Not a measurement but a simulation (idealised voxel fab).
Proc. module: voxel self aligned vias
Cross-sectional view cut (width: 240 nm; square cell size: 5 nm).
Just so we're on the same page, the cross-sections are grids of square cells, and they're listed out in bands top to bottom, each band one or more rows deep. Read a band's entry like this: the first values are the height of its top and the height of its bottom in nm, and what follows is the sequence of materials from left to right, each with its width in nm. Note that "blank" is empty space, and that a single material marked "edge to edge" reaches across the band from edge to edge. We count height from 0. Below that, the starting wafer is all one material. The lowest band never ends at the bottom but goes on down; see "0 and below" for how that is written. Top row gets the first number, bottom row gets the second, and each row in between changes by the same step: that is how a band width like "30->40" works. "nothing changed", as given for a step, is the statement that not any cell of the cross-section underwent a change during that step. Listed in "Sealed-off cavities": every empty space of 8 or more cells without an open way to the top. Form: width x height at distance, the distance being from the left edge, all in nm. If you see something after the settings on a step's line, that's the simulator's own remark about that step. A step line may carry the setting "overlay nm", which, for steps involving a mask, states the distance by which the mask lay to the right of its intended position; negative values denote displacement to the left.

# plan
1. RECEIVE, material Si
2. CONFORMAL_DEP, material SiO2, thk nm 10
3. CONFORMAL_DEP, material SiCN, thk nm 5
4. DIRECTIONAL_DEP, material SiO2, thk nm 25
5. PATTERN, tone open, mask id LINES, material resist, width nm 20, pitch nm 65, thk nm 15, overlay nm 0
6. DIRECTIONAL_ETCH, etch materials SiO2, depth nm 25
7. STRIP, etch materials resist
8. CONFORMAL_DEP, material TiN, thk nm 5
9. FILL_DEP, material W, thk nm 10
10. CMP, height nm 40
11. SELECTIVE_ETCH, etch materials W Ru TiN, depth nm 10
12. FILL_DEP, material SiN, thk nm 5
13. CMP, height nm 40
14. DIRECTIONAL_DEP, material SiO2, thk nm 15
15. DIRECTIONAL_DEP, material aC, thk nm 10
16. PATTERN, tone open, mask id VIAS, material resist, width nm 40, pitch nm 65, thk nm 30, overlay nm 0
17. DIRECTIONAL_ETCH, etch materials aC, depth nm 10
18. STRIP, etch materials resist
19. DIRECTIONAL_ETCH, etch materials SiO2, depth nm 15
20. DIRECTIONAL_ETCH, etch materials SiN, depth nm 10
21. STRIP, etch materials aC
22. CONFORMAL_DEP, material TiN, thk nm 5
23. FILL_DEP, material Ru, thk nm 5
24. CMP, height nm 55
25. CONFORMAL_DEP, material SiN, thk nm 5

# First wafer out of two, processed as planned

# as received, after step 1
* 0 and below: Si edge to edge
* Sealed-off cavities: none

# How the wafer stands in section after step 2
* 10 down to 0: SiO2 edge to edge
* Lower than 0, everything is as it was.

# How the wafer stands in section after step 3
* 15 down to 10: SiCN edge to edge
* Lower than 10, everything is as it was.

# How the wafer stands in section after step 4
* 40 down to 15: SiO2 edge to edge
* Lower than 15, everything is as it was.

# How the wafer stands in section after step 5
* 55 down to 40: resist 75 | blank 20 | resist 45 | blank 20 | resist 80
* Lower than 40, everything is as it was.

# How the wafer stands in section after step 6
* 55 down to 40: resist 75 | blank 20 | resist 45 | blank 20 | resist 80
* 40 down to 15: SiO2 75 | blank 20 | SiO2 45 | blank 20 | SiO2 80
* Lower than 15, everything is as it was.

# How the wafer stands in section after step 7
* 40 down to 15: SiO2 75 | blank 20 | SiO2 45 | blank 20 | SiO2 80
* Lower than 15, everything is as it was.

# How the wafer stands in section after step 8
* 45 down to 40: TiN 80 | blank 10 | TiN 55 | blank 10 | TiN 85
* 40 down to 20: SiO2 75 | TiN 5 | blank 10 | TiN 5 | SiO2 45 | TiN 5 | blank 10 | TiN 5 | SiO2 80
* 20 down to 15: SiO2 75 | TiN 20 | SiO2 45 | TiN 20 | SiO2 80
* Lower than 15, everything is as it was.

# How the wafer stands in section after step 9
* 55 down to 45: W edge to edge
* 45 down to 40: TiN 80 | W 10 | TiN 55 | W 10 | TiN 85
* 40 down to 20: SiO2 75 | TiN 5 | W 10 | TiN 5 | SiO2 45 | TiN 5 | W 10 | TiN 5 | SiO2 80
* Lower than 20, everything is as it was.

# How the wafer stands in section after step 10
* 40 down to 20: SiO2 75 | TiN 5 | W 10 | TiN 5 | SiO2 45 | TiN 5 | W 10 | TiN 5 | SiO2 80
* Lower than 20, everything is as it was.

# How the wafer stands in section after step 11
* 40 down to 30: SiO2 75 | blank 20 | SiO2 45 | blank 20 | SiO2 80
* Lower than 30, everything is as it was.

# How the wafer stands in section after step 12
* 45 down to 40: SiN edge to edge
* 40 down to 30: SiO2 75 | SiN 20 | SiO2 45 | SiN 20 | SiO2 80
* Lower than 30, everything is as it was.

# How the wafer stands in section after step 13
* 40 down to 30: SiO2 75 | SiN 20 | SiO2 45 | SiN 20 | SiO2 80
* Lower than 30, everything is as it was.

# How the wafer stands in section after step 14
* 55 down to 40: SiO2 edge to edge
* Lower than 40, everything is as it was.

# How the wafer stands in section after step 15
* 65 down to 55: aC edge to edge
* Lower than 55, everything is as it was.

# How the wafer stands in section after step 16
* 95 down to 65: resist 65 | blank 40 | resist 25 | blank 40 | resist 70
* Lower than 65, everything is as it was.

# How the wafer stands in section after step 17
* 85 down to 65: resist 65 | blank 40 | resist 25 | blank 40 | resist 70
* 65 down to 55: aC 65 | blank 40 | aC 25 | blank 40 | aC 70
* Lower than 55, everything is as it was.

# How the wafer stands in section after step 18
* 65 down to 55: aC 65 | blank 40 | aC 25 | blank 40 | aC 70
* Lower than 55, everything is as it was.

# How the wafer stands in section after step 19
* 65 down to 55: aC 65 | blank 40 | aC 25 | blank 40 | aC 70
* 55 down to 40: SiO2 65 | blank 40 | SiO2 25 | blank 40 | SiO2 70
* Lower than 40, everything is as it was.

# How the wafer stands in section after step 20
* 65 down to 55: aC 65 | blank 40 | aC 25 | blank 40 | aC 70
* 55 down to 40: SiO2 65 | blank 40 | SiO2 25 | blank 40 | SiO2 70
* 40 down to 30: SiO2 75 | blank 20 | SiO2 45 | blank 20 | SiO2 80
* Lower than 30, everything is as it was.

# How the wafer stands in section after step 21
* 55 down to 40: SiO2 65 | blank 40 | SiO2 25 | blank 40 | SiO2 70
* Lower than 40, everything is as it was.

# How the wafer stands in section after step 22
* 60 down to 55: TiN 70 | blank 30 | TiN 35 | blank 30 | TiN 75
* 55 down to 45: SiO2 65 | TiN 5 | blank 30 | TiN 5 | SiO2 25 | TiN 5 | blank 30 | TiN 5 | SiO2 70
* 45 down to 35: SiO2 65->75 | TiN 15->5 | blank 10 | TiN 15->5 | SiO2 25->45 | TiN 15->5 | blank 10 | TiN 15->5 | SiO2 70->80
* 35 down to 30: SiO2 75 | TiN 20 | SiO2 45 | TiN 20 | SiO2 80
* Lower than 30, everything is as it was.

# How the wafer stands in section after step 23
* 65 down to 60: Ru edge to edge
* 60 down to 55: TiN 70 | Ru 30 | TiN 35 | Ru 30 | TiN 75
* 55 down to 45: SiO2 65 | TiN 5 | Ru 30 | TiN 5 | SiO2 25 | TiN 5 | Ru 30 | TiN 5 | SiO2 70
* 45 down to 35: SiO2 65->75 | TiN 15->5 | Ru 10 | TiN 15->5 | SiO2 25->45 | TiN 15->5 | Ru 10 | TiN 15->5 | SiO2 70->80
* Lower than 35, everything is as it was.

# How the wafer stands in section after step 24
* 55 down to 45: SiO2 65 | TiN 5 | Ru 30 | TiN 5 | SiO2 25 | TiN 5 | Ru 30 | TiN 5 | SiO2 70
* Lower than 45, everything is as it was.

# How the wafer stands in section after step 25
* 60 down to 55: SiN edge to edge
* Lower than 55, everything is as it was.

# Regarding the second of the two wafers: it shared the first wafer's starting condition and process plan, yet one error occurred during its execution. Its history coincides with that of the first wafer up to and including step 15

# Cross-sectional view of the second wafer at the intended end time of process step 16
* 95 down to 65: resist 60 | blank 50 | resist 15 | blank 50 | resist 65
* Lower than 65, everything is as it was.

# Cross-sectional view of the second wafer at the intended end time of process step 17
* 85 down to 65: resist 60 | blank 50 | resist 15 | blank 50 | resist 65
* 65 down to 55: aC 60 | blank 50 | aC 15 | blank 50 | aC 65
* Lower than 55, everything is as it was.

# Cross-sectional view of the second wafer at the intended end time of process step 18
* 65 down to 55: aC 60 | blank 50 | aC 15 | blank 50 | aC 65
* Lower than 55, everything is as it was.

# Cross-sectional view of the second wafer at the intended end time of process step 19
* 65 down to 55: aC 60 | blank 50 | aC 15 | blank 50 | aC 65
* 55 down to 40: SiO2 60 | blank 50 | SiO2 15 | blank 50 | SiO2 65
* Lower than 40, everything is as it was.

# Cross-sectional view of the second wafer at the intended end time of process step 20
* 65 down to 55: aC 60 | blank 50 | aC 15 | blank 50 | aC 65
* 55 down to 40: SiO2 60 | blank 50 | SiO2 15 | blank 50 | SiO2 65
* 40 down to 30: SiO2 75 | blank 20 | SiO2 45 | blank 20 | SiO2 80
* Lower than 30, everything is as it was.

# Cross-sectional view of the second wafer at the intended end time of process step 21
* 55 down to 40: SiO2 60 | blank 50 | SiO2 15 | blank 50 | SiO2 65
* Lower than 40, everything is as it was.

# Cross-sectional view of the second wafer at the intended end time of process step 22
* 60 down to 55: TiN 65 | blank 40 | TiN 25 | blank 40 | TiN 70
* 55 down to 45: SiO2 60 | TiN 5 | blank 40 | TiN 5 | SiO2 15 | TiN 5 | blank 40 | TiN 5 | SiO2 65
* 45 down to 35: SiO2 60->75 | TiN 20->5 | blank 10 | TiN 20->5 | SiO2 15->45 | TiN 20->5 | blank 10 | TiN 20->5 | SiO2 65->80
* 35 down to 30: SiO2 75 | TiN 20 | SiO2 45 | TiN 20 | SiO2 80
* Lower than 30, everything is as it was.

# Cross-sectional view of the second wafer at the intended end time of process step 23
* 65 down to 60: Ru edge to edge
* 60 down to 55: TiN 65 | Ru 40 | TiN 25 | Ru 40 | TiN 70
* 55 down to 45: SiO2 60 | TiN 5 | Ru 40 | TiN 5 | SiO2 15 | TiN 5 | Ru 40 | TiN 5 | SiO2 65
* 45 down to 35: SiO2 60->75 | TiN 20->5 | Ru 10 | TiN 20->5 | SiO2 15->45 | TiN 20->5 | Ru 10 | TiN 20->5 | SiO2 65->80
* Lower than 35, everything is as it was.

# Cross-sectional view of the second wafer at the intended end time of process step 24
* 55 down to 45: SiO2 60 | TiN 5 | Ru 40 | TiN 5 | SiO2 15 | TiN 5 | Ru 40 | TiN 5 | SiO2 65
* Lower than 45, everything is as it was.

# Cross-sectional view of the second wafer at the intended end time of process step 25
* 60 down to 55: SiN edge to edge
* Lower than 55, everything is as it was.
Against the plan, the run slipped here: for step 16, the planned setting was not used; the step was instead run as PATTERN, tone open, mask id VIAS, material resist, width nm 50, pitch nm 65, thk nm 30, overlay nm 0
Count the cells at the end and the second wafer has more or fewer of some materials than the first: Ru +8 | SiO2 -12 | TiN +4
